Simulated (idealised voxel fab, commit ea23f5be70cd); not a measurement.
Process module, titled voxel spacer lines
Square cell edge 5 nm, section width 225 nm, ID cut.
How to read a cross-section here: the picture is a grid of square cells, written as bands going from the top down, and any band can span one or more rows of cells.
Top, bottom (nm), then materials left to right with widths (nm); lone material tagged "all across" fills the whole band edge to edge; "blank" = empty space.
Convention: height 0 is the level below which the wafer, as received, is all one material. The lowest band does not terminate at the bottom but continues downward, represented as "0 and below".
With a width like "30..40", each row of cells in the band differs from the next by the same amount, the top row carrying the first number and the bottom row the second.
The designation "identical to before", where it is given for a processing step, indicates that no cell of the cross-section was altered in the course of that step.
The label "Closed void catalog" introduces a list of the empty spaces, 8 cells or larger, that have no open way up to the top; each entry in it reads width x height at distance, where the distance is taken from the left edge and all three are stated in nm.
Formally, on a step line, whatever follows the settings is a remark that the simulator itself makes on the step.
overlay nm, on a step with a mask: how far to the right of its planned place the mask lay; to the left if negative
So the way this works: pairs, before and after one process step. The after picture only goes down to the lowest band that actually changed, nothing below. Step and its settings are under each pair. And watch out, pairs might come from different runs of this module, same starting wafer though, so a pair only follows on from the one above if its "Pre-processing view" entry tells you so.

**Pre-processing view**
  0 and below: Si all across
  Closed void catalog: none

**Step Outcome**
  10 down to 0: SiO2 all across
  Note: structure below 0 unchanged.
  Closed void catalog: none
Transition step, before and after shown above: CONFORMAL_DEP,material SiO2,thk nm 10

Pre-processing view: look at the pair above, its after cross-section is where this step starts.

**Step Outcome**
  20 down to 10: TiN all across
  Note: structure below 10 unchanged.
  Closed void catalog: none
Transition step, before and after shown above: DIRECTIONAL_DEP,material TiN,thk nm 10

Pre-processing view: look at the pair above, its after cross-section is where this step starts.

**Step Outcome**
  40 down to 20: polySi all across
  Note: structure below 20 unchanged.
  Closed void catalog: none
Transition step, before and after shown above: DIRECTIONAL_DEP,material polySi,thk nm 20

Pre-processing view: look at the pair above, its after cross-section is where this step starts.

**Step Outcome**
  70 down to 40: blank (30) | resist (20) | blank (50) | resist (20) | blank (50) | resist (20) | blank (35)
  Note: structure below 40 unchanged.
  Closed void catalog: none
Transition step, before and after shown above: PATTERN,tone cover,mask id MANDREL,material resist,width nm 20,pitch nm 70,thk nm 30,overlay nm 0

Pre-processing view: look at the pair above, its after cross-section is where this step starts.

**Step Outcome**
  70 down to 40: blank (30) | resist (20) | blank (50) | resist (20) | blank (50) | resist (20) | blank (35)
  40 down to 20: blank (30) | polySi (20) | blank (50) | polySi (20) | blank (50) | polySi (20) | blank (35)
  Note: structure below 20 unchanged.
  Closed void catalog: none
Transition step, before and after shown above: DIRECTIONAL_ETCH,etch materials polySi,depth nm 20

Pre-processing view: look at the pair above, its after cross-section is where this step starts.

**Step Outcome**
  40 down to 20: blank (30) | polySi (20) | blank (50) | polySi (20) | blank (50) | polySi (20) | blank (35)
  Note: structure below 20 unchanged.
  Closed void catalog: none
Transition step, before and after shown above: STRIP,etch materials resist

Pre-processing view: look at the pair above, its after cross-section is where this step starts.

**Step Outcome**
  55 down to 40: blank (15) | SiN (50) | blank (20) | SiN (50) | blank (20) | SiN (50) | blank (20)
  40 down to 35: blank (15) | SiN (15) | polySi (20) | SiN (15) | blank (20) | SiN (15) | polySi (20) | SiN (15) | blank (20) | SiN (15) | polySi (20) | SiN (15) | blank (20)
  35 down to 20: SiN (30) | polySi (20) | SiN (50) | polySi (20) | SiN (50) | polySi (20) | SiN (35)
  Note: structure below 20 unchanged.
  Closed void catalog: none
Transition step, before and after shown above: CONFORMAL_DEP,material SiN,thk nm 15

Pre-processing view: look at the pair above, its after cross-section is where this step starts.

**Step Outcome**
  40 down to 20: blank (15) | SiN (15) | polySi (20) | SiN (15) | blank (20) | SiN (15) | polySi (20) | SiN (15) | blank (20) | SiN (15) | polySi (20) | SiN (15) | blank (20)
  Note: structure below 20 unchanged.
  Closed void catalog: none
Transition step, before and after shown above: DIRECTIONAL_ETCH,etch materials SiN,depth nm 15

Pre-processing view: look at the pair above, its after cross-section is where this step starts.

**Step Outcome**
  40 down to 20: blank (15) | SiN (15) | blank (20) | SiN (15) | blank (20) | SiN (15) | blank (20) | SiN (15) | blank (20) | SiN (15) | blank (20) | SiN (15) | blank (20)
  Note: structure below 20 unchanged.
  Closed void catalog: none
Transition step, before and after shown above: STRIP,etch materials polySi

Pre-processing view: look at the pair above, its after cross-section is where this step starts.

**Step Outcome**
  40 down to 20: blank (15) | SiN (15) | blank (20) | SiN (15) | blank (20) | SiN (15) | blank (20) | SiN (15) | blank (20) | SiN (15) | blank (20) | SiN (15) | blank (20)
  20 down to 10: blank (15) | TiN (15) | blank (20) | TiN (15) | blank (20) | TiN (15) | blank (20) | TiN (15) | blank (20) | TiN (15) | blank (20) | TiN (15) | blank (20)
  Note: structure below 10 unchanged.
  Closed void catalog: none
Transition step, before and after shown above: DIRECTIONAL_ETCH,etch materials TiN,depth nm 10

Pre-processing view: look at the pair above, its after cross-section is where this step starts.

**Step Outcome**
  20 down to 10: blank (15) | TiN (15) | blank (20) | TiN (15) | blank (20) | TiN (15) | blank (20) | TiN (15) | blank (20) | TiN (15) | blank (20) | TiN (15) | blank (20)
  Note: structure below 10 unchanged.
  Closed void catalog: none
Transition step, before and after shown above: STRIP,etch materials SiN

**Pre-processing view**
  0 and below: Si all across
  Closed void catalog: none

**Step Outcome**
  10 down to 0: TiN all across
  Note: structure below 0 unchanged.
  Closed void catalog: none
Transition step, before and after shown above: DIRECTIONAL_DEP,material TiN,thk nm 10

Pre-processing view: look at the pair above, its after cross-section is where this step starts.

**Step Outcome**
  30 down to 10: polySi all across
  Note: structure below 10 unchanged.
  Closed void catalog: none
Transition step, before and after shown above: DIRECTIONAL_DEP,material polySi,thk nm 20

Pre-processing view: look at the pair above, its after cross-section is where this step starts.

**Step Outcome**
  60 down to 30: blank (30) | resist (20) | blank (50) | resist (20) | blank (50) | resist (20) | blank (35)
  Note: structure below 30 unchanged.
  Closed void catalog: none
Transition step, before and after shown above: PATTERN,tone cover,mask id MANDREL,material resist,width nm 20,pitch nm 70,thk nm 30,overlay nm 0

Pre-processing view: look at the pair above, its after cross-section is where this step starts.

**Step Outcome**
  60 down to 30: blank (30) | resist (20) | blank (50) | resist (20) | blank (50) | resist (20) | blank (35)
  30 down to 10: blank (30) | polySi (20) | blank (50) | polySi (20) | blank (50) | polySi (20) | blank (35)
  Note: structure below 10 unchanged.
  Closed void catalog: none
Transition step, before and after shown above: DIRECTIONAL_ETCH,etch materials polySi,depth nm 20

Pre-processing view: look at the pair above, its after cross-section is where this step starts.

**Step Outcome**
  30 down to 10: blank (30) | polySi (20) | blank (50) | polySi (20) | blank (50) | polySi (20) | blank (35)
  Note: structure below 10 unchanged.
  Closed void catalog: none
Transition step, before and after shown above: STRIP,etch materials resist

Pre-processing view: look at the pair above, its after cross-section is where this step starts.

**Step Outcome**
  45 down to 30: blank (15) | SiN (50) | blank (20) | SiN (50) | blank (20) | SiN (50) | blank (20)
  30 down to 25: blank (15) | SiN (15) | polySi (20) | SiN (15) | blank (20) | SiN (15) | polySi (20) | SiN (15) | blank (20) | SiN (15) | polySi (20) | SiN (15) | blank (20)
  25 down to 10: SiN (30) | polySi (20) | SiN (50) | polySi (20) | SiN (50) | polySi (20) | SiN (35)
  Note: structure below 10 unchanged.
  Closed void catalog: none
Transition step, before and after shown above: CONFORMAL_DEP,material SiN,thk nm 15

Pre-processing view: look at the pair above, its after cross-section is where this step starts.

**Step Outcome**
  30 down to 10: blank (15) | SiN (15) | polySi (20) | SiN (15) | blank (20) | SiN (15) | polySi (20) | SiN (15) | blank (20) | SiN (15) | polySi (20) | SiN (15) | blank (20)
  Note: structure below 10 unchanged.
  Closed void catalog: none
Transition step, before and after shown above: DIRECTIONAL_ETCH,etch materials SiN,depth nm 15

Pre-processing view: look at the pair above, its after cross-section is where this step starts.

**Step Outcome**
  30 down to 10: blank (15) | SiN (15) | blank (20) | SiN (15) | blank (20) | SiN (15) | blank (20) | SiN (15) | blank (20) | SiN (15) | blank (20) | SiN (15) | blank (20)
  Note: structure below 10 unchanged.
  Closed void catalog: none
Transition step, before and after shown above: STRIP,etch materials polySi

Pre-processing view: look at the pair above, its after cross-section is where this step starts.

**Step Outcome**
  30 down to 10: blank (15) | SiN (15) | blank (20) | SiN (15) | blank (20) | SiN (15) | blank (20) | SiN (15) | blank (20) | SiN (15) | blank (20) | SiN (15) | blank (20)
  10 down to 0: blank (15) | TiN (15) | blank (20) | TiN (15) | blank (20) | TiN (15) | blank (20) | TiN (15) | blank (20) | TiN (15) | blank (20) | TiN (15) | blank (20)
  Note: structure below 0 unchanged.
  Closed void catalog: none
Transition step, before and after shown above: DIRECTIONAL_ETCH,etch materials TiN,depth nm 10

Pre-processing view: look at the pair above, its after cross-section is where this step starts.

**Step Outcome**
  10 down to 0: blank (15) | TiN (15) | blank (20) | TiN (15) | blank (20) | TiN (15) | blank (20) | TiN (15) | blank (20) | TiN (15) | blank (20) | TiN (15) | blank (20)
  Note: structure below 0 unchanged.
  Closed void catalog: none
Transition step, before and after shown above: STRIP,etch materials SiN

**Pre-processing view**
  10 down to 0: TiN all across
  0 and below: Si all across
  Closed void catalog: none

**Step Outcome**
  20 down to 10: SiO2 all across
  Note: structure below 10 unchanged.
  Closed void catalog: none
Transition step, before and after shown above: CONFORMAL_DEP,material SiO2,thk nm 10

Pre-processing view: look at the pair above, its after cross-section is where this step starts.

**Step Outcome**
  40 down to 20: polySi all across
  Note: structure below 20 unchanged.
  Closed void catalog: none
Transition step, before and after shown above: DIRECTIONAL_DEP,material polySi,thk nm 20

Pre-processing view: look at the pair above, its after cross-section is where this step starts.

**Step Outcome**
  70 down to 40: blank (30) | resist (20) | blank (50) | resist (20) | blank (50) | resist (20) | blank (35)
  Note: structure below 40 unchanged.
  Closed void catalog: none
Transition step, before and after shown above: PATTERN,tone cover,mask id MANDREL,material resist,width nm 20,pitch nm 70,thk nm 30,overlay nm 0

Pre-processing view: look at the pair above, its after cross-section is where this step starts.

**Step Outcome**
  70 down to 40: blank (30) | resist (20) | blank (50) | resist (20) | blank (50) | resist (20) | blank (35)
  40 down to 20: blank (30) | polySi (20) | blank (50) | polySi (20) | blank (50) | polySi (20) | blank (35)
  Note: structure below 20 unchanged.
  Closed void catalog: none
Transition step, before and after shown above: DIRECTIONAL_ETCH,etch materials polySi,depth nm 20

Pre-processing view: look at the pair above, its after cross-section is where this step starts.

**Step Outcome**
  40 down to 20: blank (30) | polySi (20) | blank (50) | polySi (20) | blank (50) | polySi (20) | blank (35)
  Note: structure below 20 unchanged.
  Closed void catalog: none
Transition step, before and after shown above: STRIP,etch materials resist

Pre-processing view: look at the pair above, its after cross-section is where this step starts.

**Step Outcome**
  55 down to 40: blank (15) | SiN (50) | blank (20) | SiN (50) | blank (20) | SiN (50) | blank (20)
  40 down to 35: blank (15) | SiN (15) | polySi (20) | SiN (15) | blank (20) | SiN (15) | polySi (20) | SiN (15) | blank (20) | SiN (15) | polySi (20) | SiN (15) | blank (20)
  35 down to 20: SiN (30) | polySi (20) | SiN (50) | polySi (20) | SiN (50) | polySi (20) | SiN (35)
  Note: structure below 20 unchanged.
  Closed void catalog: none
Transition step, before and after shown above: CONFORMAL_DEP,material SiN,thk nm 15

Pre-processing view: look at the pair above, its after cross-section is where this step starts.

**Step Outcome**
  40 down to 20: blank (15) | SiN (15) | polySi (20) | SiN (15) | blank (20) | SiN (15) | polySi (20) | SiN (15) | blank (20) | SiN (15) | polySi (20) | SiN (15) | blank (20)
  Note: structure below 20 unchanged.
  Closed void catalog: none
Transition step, before and after shown above: DIRECTIONAL_ETCH,etch materials SiN,depth nm 15

Pre-processing view: look at the pair above, its after cross-section is where this step starts.

**Step Outcome**
  40 down to 20: blank (15) | SiN (15) | blank (20) | SiN (15) | blank (20) | SiN (15) | blank (20) | SiN (15) | blank (20) | SiN (15) | blank (20) | SiN (15) | blank (20)
  Note: structure below 20 unchanged.
  Closed void catalog: none
Transition step, before and after shown above: STRIP,etch materials polySi

Pre-processing view: look at the pair above, its after cross-section is where this step starts.

**Step Outcome**
  20 down to 10: SiO2 all across
  Note: structure below 10 unchanged.
  Closed void catalog: none
Transition step, before and after shown above: STRIP,etch materials SiN

**Pre-processing view**
  10 down to 0: SiO2 all across
  0 and below: Si all across
  Closed void catalog: none

**Step Outcome**
  15 down to 10: TiN all across
  Note: structure below 10 unchanged.
  Closed void catalog: none
Transition step, before and after shown above: DIRECTIONAL_DEP,material TiN,thk nm 5

Pre-processing view: look at the pair above, its after cross-section is where this step starts.

**Step Outcome**
  35 down to 15: polySi all across
  Note: structure below 15 unchanged.
  Closed void catalog: none
Transition step, before and after shown above: DIRECTIONAL_DEP,material polySi,thk nm 20

Pre-processing view: look at the pair above, its after cross-section is where this step starts.

**Step Outcome**
  65 down to 35: blank (30) | resist (20) | blank (50) | resist (20) | blank (50) | resist (20) | blank (35)
  Note: structure below 35 unchanged.
  Closed void catalog: none
Transition step, before and after shown above: PATTERN,tone cover,mask id MANDREL,material resist,width nm 20,pitch nm 70,thk nm 30,overlay nm 0

Pre-processing view: look at the pair above, its after cross-section is where this step starts.

**Step Outcome**
  65 down to 35: blank (30) | resist (20) | blank (50) | resist (20) | blank (50) | resist (20) | blank (35)
  35 down to 15: blank (30) | polySi (20) | blank (50) | polySi (20) | blank (50) | polySi (20) | blank (35)
  Note: structure below 15 unchanged.
  Closed void catalog: none
Transition step, before and after shown above: DIRECTIONAL_ETCH,etch materials polySi,depth nm 20

Pre-processing view: look at the pair above, its after cross-section is where this step starts.

**Step Outcome**
  35 down to 15: blank (30) | polySi (20) | blank (50) | polySi (20) | blank (50) | polySi (20) | blank (35)
  Note: structure below 15 unchanged.
  Closed void catalog: none
Transition step, before and after shown above: STRIP,etch materials resist

Pre-processing view: look at the pair above, its after cross-section is where this step starts.

**Step Outcome**
  50 down to 35: blank (15) | SiN (50) | blank (20) | SiN (50) | blank (20) | SiN (50) | blank (20)
  35 down to 30: blank (15) | SiN (15) | polySi (20) | SiN (15) | blank (20) | SiN (15) | polySi (20) | SiN (15) | blank (20) | SiN (15) | polySi (20) | SiN (15) | blank (20)
  30 down to 15: SiN (30) | polySi (20) | SiN (50) | polySi (20) | SiN (50) | polySi (20) | SiN (35)
  Note: structure below 15 unchanged.
  Closed void catalog: none
Transition step, before and after shown above: CONFORMAL_DEP,material SiN,thk nm 15

Pre-processing view: look at the pair above, its after cross-section is where this step starts.

**Step Outcome**
  35 down to 15: blank (15) | SiN (15) | polySi (20) | SiN (15) | blank (20) | SiN (15) | polySi (20) | SiN (15) | blank (20) | SiN (15) | polySi (20) | SiN (15) | blank (20)
  Note: structure below 15 unchanged.
  Closed void catalog: none
Transition step, before and after shown above: DIRECTIONAL_ETCH,etch materials SiN,depth nm 15

Pre-processing view: look at the pair above, its after cross-section is where this step starts.

**Step Outcome**
  35 down to 15: blank (15) | SiN (15) | blank (20) | SiN (15) | blank (20) | SiN (15) | blank (20) | SiN (15) | blank (20) | SiN (15) | blank (20) | SiN (15) | blank (20)
  Note: structure below 15 unchanged.
  Closed void catalog: none
Transition step, before and after shown above: STRIP,etch materials polySi

Pre-processing view: look at the pair above, its after cross-section is where this step starts.

**Step Outcome**
  35 down to 15: blank (15) | SiN (15) | blank (20) | SiN (15) | blank (20) | SiN (15) | blank (20) | SiN (15) | blank (20) | SiN (15) | blank (20) | SiN (15) | blank (20)
  15 down to 10: blank (15) | TiN (15) | blank (20) | TiN (15) | blank (20) | TiN (15) | blank (20) | TiN (15) | blank (20) | TiN (15) | blank (20) | TiN (15) | blank (20)
  Note: structure below 10 unchanged.
  Closed void catalog: none
Transition step, before and after shown above: DIRECTIONAL_ETCH,etch materials TiN,depth nm 10

Pre-processing view: look at the pair above, its after cross-section is where this step starts.

**Step Outcome**
  15 down to 10: blank (15) | TiN (15) | blank (20) | TiN (15) | blank (20) | TiN (15) | blank (20) | TiN (15) | blank (20) | TiN (15) | blank (20) | TiN (15) | blank (20)
  Note: structure below 10 unchanged.
  Closed void catalog: none
Transition step, before and after shown above: STRIP,etch materials SiN

**Pre-processing view**
  40 down to 20: polySi all across
  20 down to 10: TiN all across
  10 down to 0: SiO2 all across
  0 and below: Si all across
  Closed void catalog: none

**Step Outcome**
  70 down to 40: blank (25) | resist (30) | blank (40) | resist (30) | blank (40) | resist (30) | blank (30)
  Note: structure below 40 unchanged.
  Closed void catalog: none
Transition step, before and after shown above: PATTERN,tone cover,mask id MANDREL,material resist,width nm 30,pitch nm 70,thk nm 30,overlay nm 0

Pre-processing view: look at the pair above, its after cross-section is where this step starts.

**Step Outcome**
  70 down to 40: blank (25) | resist (30) | blank (40) | resist (30) | blank (40) | resist (30) | blank (30)
  40 down to 20: blank (25) | polySi (30) | blank (40) | polySi (30) | blank (40) | polySi (30) | blank (30)
  Note: structure below 20 unchanged.
  Closed void catalog: none
Transition step, before and after shown above: DIRECTIONAL_ETCH,etch materials polySi,depth nm 20

Pre-processing view: look at the pair above, its after cross-section is where this step starts.

**Step Outcome**
  40 down to 20: blank (25) | polySi (30) | blank (40) | polySi (30) | blank (40) | polySi (30) | blank (30)
  Note: structure below 20 unchanged.
  Closed void catalog: none
Transition step, before and after shown above: STRIP,etch materials resist

Pre-processing view: look at the pair above, its after cross-section is where this step starts.

**Step Outcome**
  55 down to 40: blank (10) | SiN (60) | blank (10) | SiN (60) | blank (10) | SiN (60) | blank (15)
  40 down to 35: blank (10) | SiN (15) | polySi (30) | SiN (15) | blank (10) | SiN (15) | polySi (30) | SiN (15) | blank (10) | SiN (15) | polySi (30) | SiN (15) | blank (15)
  35 down to 20: SiN (25) | polySi (30) | SiN (40) | polySi (30) | SiN (40) | polySi (30) | SiN (30)
  Note: structure below 20 unchanged.
  Closed void catalog: none
Transition step, before and after shown above: CONFORMAL_DEP,material SiN,thk nm 15

Pre-processing view: look at the pair above, its after cross-section is where this step starts.

**Step Outcome**
  40 down to 20: blank (10) | SiN (15) | polySi (30) | SiN (15) | blank (10) | SiN (15) | polySi (30) | SiN (15) | blank (10) | SiN (15) | polySi (30) | SiN (15) | blank (15)
  Note: structure below 20 unchanged.
  Closed void catalog: none
Transition step, before and after shown above: DIRECTIONAL_ETCH,etch materials SiN,depth nm 15

Pre-processing view: look at the pair above, its after cross-section is where this step starts.

**Step Outcome**
  40 down to 20: blank (10) | SiN (15) | blank (30) | SiN (15) | blank (10) | SiN (15) | blank (30) | SiN (15) | blank (10) | SiN (15) | blank (30) | SiN (15) | blank (15)
  Note: structure below 20 unchanged.
  Closed void catalog: none
Transition step, before and after shown above: STRIP,etch materials polySi

Pre-processing view: look at the pair above, its after cross-section is where this step starts.

**Step Outcome**
  40 down to 20: blank (10) | SiN (15) | blank (30) | SiN (15) | blank (10) | SiN (15) | blank (30) | SiN (15) | blank (10) | SiN (15) | blank (30) | SiN (15) | blank (15)
  20 down to 10: blank (10) | TiN (15) | blank (30) | TiN (15) | blank (10) | TiN (15) | blank (30) | TiN (15) | blank (10) | TiN (15) | blank (30) | TiN (15) | blank (15)
  Note: structure below 10 unchanged.
  Closed void catalog: none
Transition step, before and after shown above: DIRECTIONAL_ETCH,etch materials TiN,depth nm 10

Pre-processing view: look at the pair above, its after cross-section is where this step starts.

**Step Outcome**
  20 down to 10: blank (10) | TiN (15) | blank (30) | TiN (15) | blank (10) | TiN (15) | blank (30) | TiN (15) | blank (10) | TiN (15) | blank (30) | TiN (15) | blank (15)
  Note: structure below 10 unchanged.
  Closed void catalog: none
Transition step, before and after shown above: STRIP,etch materials SiN

**Pre-processing view**
  40 down to 20: polySi all across
  20 down to 10: TiN all across
  10 down to 0: SiO2 all across
  0 and below: Si all across
  Closed void catalog: none

**Step Outcome**
  70 down to 40: blank (20) | resist (20) | blank (50) | resist (20) | blank (50) | resist (20) | blank (45)
  Note: structure below 40 unchanged.
  Closed void catalog: none
Transition step, before and after shown above: PATTERN,tone cover,mask id MANDREL,material resist,width nm 20,pitch nm 70,thk nm 30,overlay nm -10

Pre-processing view: look at the pair above, its after cross-section is where this step starts.

**Step Outcome**
  70 down to 40: blank (20) | resist (20) | blank (50) | resist (20) | blank (50) | resist (20) | blank (45)
  40 down to 20: blank (20) | polySi (20) | blank (50) | polySi (20) | blank (50) | polySi (20) | blank (45)
  Note: structure below 20 unchanged.
  Closed void catalog: none
Transition step, before and after shown above: DIRECTIONAL_ETCH,etch materials polySi,depth nm 20

Pre-processing view: look at the pair above, its after cross-section is where this step starts.

**Step Outcome**
  40 down to 20: blank (20) | polySi (20) | blank (50) | polySi (20) | blank (50) | polySi (20) | blank (45)
  Note: structure below 20 unchanged.
  Closed void catalog: none
Transition step, before and after shown above: STRIP,etch materials resist

Pre-processing view: look at the pair above, its after cross-section is where this step starts.

**Step Outcome**
  55 down to 40: blank (5) | SiN (50) | blank (20) | SiN (50) | blank (20) | SiN (50) | blank (30)
  40 down to 35: blank (5) | SiN (15) | polySi (20) | SiN (15) | blank (20) | SiN (15) | polySi (20) | SiN (15) | blank (20) | SiN (15) | polySi (20) | SiN (15) | blank (30)
  35 down to 20: SiN (20) | polySi (20) | SiN (50) | polySi (20) | SiN (50) | polySi (20) | SiN (45)
  Note: structure below 20 unchanged.
  Closed void catalog: none
Transition step, before and after shown above: CONFORMAL_DEP,material SiN,thk nm 15

Pre-processing view: look at the pair above, its after cross-section is where this step starts.

**Step Outcome**
  40 down to 20: blank (5) | SiN (15) | polySi (20) | SiN (15) | blank (20) | SiN (15) | polySi (20) | SiN (15) | blank (20) | SiN (15) | polySi (20) | SiN (15) | blank (30)
  Note: structure below 20 unchanged.
  Closed void catalog: none
Transition step, before and after shown above: DIRECTIONAL_ETCH,etch materials SiN,depth nm 15

Pre-processing view: look at the pair above, its after cross-section is where this step starts.

**Step Outcome**
  40 down to 20: blank (5) | SiN (15) | blank (20) | SiN (15) | blank (20) | SiN (15) | blank (20) | SiN (15) | blank (20) | SiN (15) | blank (20) | SiN (15) | blank (30)
  Note: structure below 20 unchanged.
  Closed void catalog: none
Transition step, before and after shown above: STRIP,etch materials polySi

Pre-processing view: look at the pair above, its after cross-section is where this step starts.

**Step Outcome**
  40 down to 20: blank (5) | SiN (15) | blank (20) | SiN (15) | blank (20) | SiN (15) | blank (20) | SiN (15) | blank (20) | SiN (15) | blank (20) | SiN (15) | blank (30)
  20 down to 10: blank (5) | TiN (15) | blank (20) | TiN (15) | blank (20) | TiN (15) | blank (20) | TiN (15) | blank (20) | TiN (15) | blank (20) | TiN (15) | blank (30)
  Note: structure below 10 unchanged.
  Closed void catalog: none
Transition step, before and after shown above: DIRECTIONAL_ETCH,etch materials TiN,depth nm 10

Pre-processing view: look at the pair above, its after cross-section is where this step starts.

**Step Outcome**
  20 down to 10: blank (5) | TiN (15) | blank (20) | TiN (15) | blank (20) | TiN (15) | blank (20) | TiN (15) | blank (20) | TiN (15) | blank (20) | TiN (15) | blank (30)
  Note: structure below 10 unchanged.
  Closed void catalog: none
Transition step, before and after shown above: STRIP,etch materials SiN

**Pre-processing view**
  40 down to 20: blank (15) | SiN (15) | polySi (20) | SiN (15) | blank (20) | SiN (15) | polySi (20) | SiN (15) | blank (20) | SiN (15) | polySi (20) | SiN (15) | blank (20)
  20 down to 10: TiN all across
  10 down to 0: SiO2 all across
  0 and below: Si all across
  Closed void catalog: none

**Step Outcome**
  40 down to 20: blank (30) | polySi (20) | blank (50) | polySi (20) | blank (50) | polySi (20) | blank (35)
  Note: structure below 20 unchanged.
  Closed void catalog: none
Transition step, before and after shown above: STRIP,etch materials SiN

Pre-processing view: look at the pair above, its after cross-section is where this step starts.

**Step Outcome**
  40 down to 20: blank (30) | polySi (20) | blank (50) | polySi (20) | blank (50) | polySi (20) | blank (35)
  20 down to 10: blank (30) | TiN (20) | blank (50) | TiN (20) | blank (50) | TiN (20) | blank (35)
  Note: structure below 10 unchanged.
  Closed void catalog: none
Transition step, before and after shown above: DIRECTIONAL_ETCH,etch materials TiN,depth nm 10

**Pre-processing view**
  40 down to 20: polySi all across
  20 down to 10: TiN all across
  10 down to 0: SiO2 all across
  0 and below: Si all across
  Closed void catalog: none

**Step Outcome**
  70 down to 40: resist (30) | blank (20) | resist (50) | blank (20) | resist (50) | blank (20) | resist (35)
  Note: structure below 40 unchanged.
  Closed void catalog: none
Transition step, before and after shown above: PATTERN,tone open,mask id MANDREL,material resist,width nm 20,pitch nm 70,thk nm 30,overlay nm 0

Pre-processing view: look at the pair above, its after cross-section is where this step starts.

**Step Outcome**
  70 down to 40: resist (30) | blank (20) | resist (50) | blank (20) | resist (50) | blank (20) | resist (35)
  40 down to 20: polySi (30) | blank (20) | polySi (50) | blank (20) | polySi (50) | blank (20) | polySi (35)
  Note: structure below 20 unchanged.
  Closed void catalog: none
Transition step, before and after shown above: DIRECTIONAL_ETCH,etch materials polySi,depth nm 20

Pre-processing view: look at the pair above, its after cross-section is where this step starts.

**Step Outcome**
  40 down to 20: polySi (30) | blank (20) | polySi (50) | blank (20) | polySi (50) | blank (20) | polySi (35)
  Note: structure below 20 unchanged.
  Closed void catalog: none
Transition step, before and after shown above: STRIP,etch materials resist

Pre-processing view: look at the pair above, its after cross-section is where this step starts.

**Step Outcome**
  55 down to 40: SiN all across
  40 down to 20: polySi (30) | SiN (20) | polySi (50) | SiN (20) | polySi (50) | SiN (20) | polySi (35)
  Note: structure below 20 unchanged.
  Closed void catalog: none
Transition step, before and after shown above: CONFORMAL_DEP,material SiN,thk nm 15

Pre-processing view: look at the pair above, its after cross-section is where this step starts.

**Step Outcome**
  40 down to 20: polySi (30) | SiN (20) | polySi (50) | SiN (20) | polySi (50) | SiN (20) | polySi (35)
  Note: structure below 20 unchanged.
  Closed void catalog: none
Transition step, before and after shown above: DIRECTIONAL_ETCH,etch materials SiN,depth nm 15

Pre-processing view: look at the pair above, its after cross-section is where this step starts.

**Step Outcome**
  40 down to 20: blank (30) | SiN (20) | blank (50) | SiN (20) | blank (50) | SiN (20) | blank (35)
  Note: structure below 20 unchanged.
  Closed void catalog: none
Transition step, before and after shown above: STRIP,etch materials polySi

Pre-processing view: look at the pair above, its after cross-section is where this step starts.

**Step Outcome**
  40 down to 20: blank (30) | SiN (20) | blank (50) | SiN (20) | blank (50) | SiN (20) | blank (35)
  20 down to 10: blank (30) | TiN (20) | blank (50) | TiN (20) | blank (50) | TiN (20) | blank (35)
  Note: structure below 10 unchanged.
  Closed void catalog: none
Transition step, before and after shown above: DIRECTIONAL_ETCH,etch materials TiN,depth nm 10

Pre-processing view: look at the pair above, its after cross-section is where this step starts.

**Step Outcome**
  20 down to 10: blank (30) | TiN (20) | blank (50) | TiN (20) | blank (50) | TiN (20) | blank (35)
  Note: structure below 10 unchanged.
  Closed void catalog: none
Transition step, before and after shown above: STRIP,etch materials SiN
